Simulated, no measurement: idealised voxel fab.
process module | voxel air gaps
cross-section cut | 170 nm wide | cells 5 nm
A cross-section is a grid of square cells, given in bands from the top down. A band is one or more rows of cells.
Each band's line starts with the height of the band's top and of its bottom, in nm. Then come its materials from left to right, each with its width in nm. One material with "throughout" fills the band from edge to edge. "air" is empty space.
Height 0 is the level under which the wafer as received is all one material. The lowest band goes on downwards, as in "0 down".
A width such as "30 to 40" changes by the same amount from each row of cells to the next, from the band's top row to its bottom row.
"no change" after a step means that no cell of the cross-section changed.
closed voids: empty space of 8 cells or more with no open way to the top, each as width x height at its distance from the left edge, in nm
after a step's settings: what the simulator itself notes on the step
overlay nm, on a step with a mask: how far to the right of its planned place the mask lay; to the left if negative
plan
1 op RECEIVE | material Si
2 op CONFORMAL_DEP | material SiO2 | thk nm 15
3 op CONFORMAL_DEP | material SiCN | thk nm 5
4 op DIRECTIONAL_DEP | material SiO2 | thk nm 40
5 op PATTERN | tone open | mask id LINES | material resist | width nm 25 | pitch nm 50 | thk nm 15 | overlay nm 0
6 op DIRECTIONAL_ETCH | etch materials SiO2 | depth nm 40
7 op STRIP | etch materials resist
8 op CONFORMAL_DEP | material TiN | thk nm 5
9 op FILL_DEP | material Cu | thk nm 5
10 op CMP | height nm 60
11 op EPI | material Ru | thk nm 10
12 op SELECTIVE_ETCH | etch materials SiO2 | depth nm 50
13 op CONFORMAL_DEP | material SiCN | thk nm 5
as received, after step 1
  0 down: Si throughout
  closed voids: none
first wafer at the end, as planned
  75 to 70: air 5 | SiCN 155 | air 10
  70 to 60: air 5 | SiCN 5 | Ru 45 | SiCN 5 | Ru 45 | SiCN 5 | Ru 45 | SiCN 5 | air 10
  60 to 55: air 5 | SiCN 15 | TiN 5 | Cu 15 | TiN 5 | SiCN 25 | TiN 5 | Cu 15 | TiN 5 | SiCN 25 | TiN 5 | Cu 15 | TiN 5 | SiCN 15 | air 10
  55 to 25: air 15 | SiCN 5 | TiN 5 | Cu 15 | TiN 5 | SiCN 5 | air 15 | SiCN 5 | TiN 5 | Cu 15 | TiN 5 | SiCN 5 | air 15 | SiCN 5 | TiN 5 | Cu 15 | TiN 5 | SiCN 5 | air 20
  25 to 20: SiCN 20 | TiN 25 | SiCN 25 | TiN 25 | SiCN 25 | TiN 25 | SiCN 25
  20 to 15: SiCN throughout
  15 to 0: SiO2 throughout
  0 down: Si throughout
  closed voids: 15 x 30 at 50; 15 x 30 at 100
second wafer at the end: like start, like plan, one mistake
  75 to 70: SiCN throughout
  70 to 60: Ru 30 | SiCN 5 | Ru 45 | SiCN 5 | Ru 45 | SiCN 5 | Ru 35
  60 to 55: Cu 15 | TiN 5 | SiCN 25 | TiN 5 | Cu 15 | TiN 5 | SiCN 25 | TiN 5 | Cu 15 | TiN 5 | SiCN 25 | TiN 5 | Cu 20
  55 to 25: Cu 15 | TiN 5 | SiCN 5 | air 15 | SiCN 5 | TiN 5 | Cu 15 | TiN 5 | SiCN 5 | air 15 | SiCN 5 | TiN 5 | Cu 15 | TiN 5 | SiCN 5 | air 15 | SiCN 5 | TiN 5 | Cu 20
  25 to 20: TiN 20 | SiCN 25 | TiN 25 | SiCN 25 | TiN 25 | SiCN 25 | TiN 25
  20 to 15: SiCN throughout
  15 to 0: SiO2 throughout
  0 down: Si throughout
  closed voids: 15 x 30 at 25; 15 x 30 at 75; 15 x 30 at 125
what went wrong: step 5 ran as: op PATTERN | tone cover | mask id LINES | material resist | width nm 25 | pitch nm 50 | thk nm 15 | overlay nm 0
at the end the second wafer has, in cells: 28 more of Cu | 8 more of Ru | 4 fewer of SiCN | 4 more of TiN
closed voids at the end (first wafer, second wafer): 2, 3
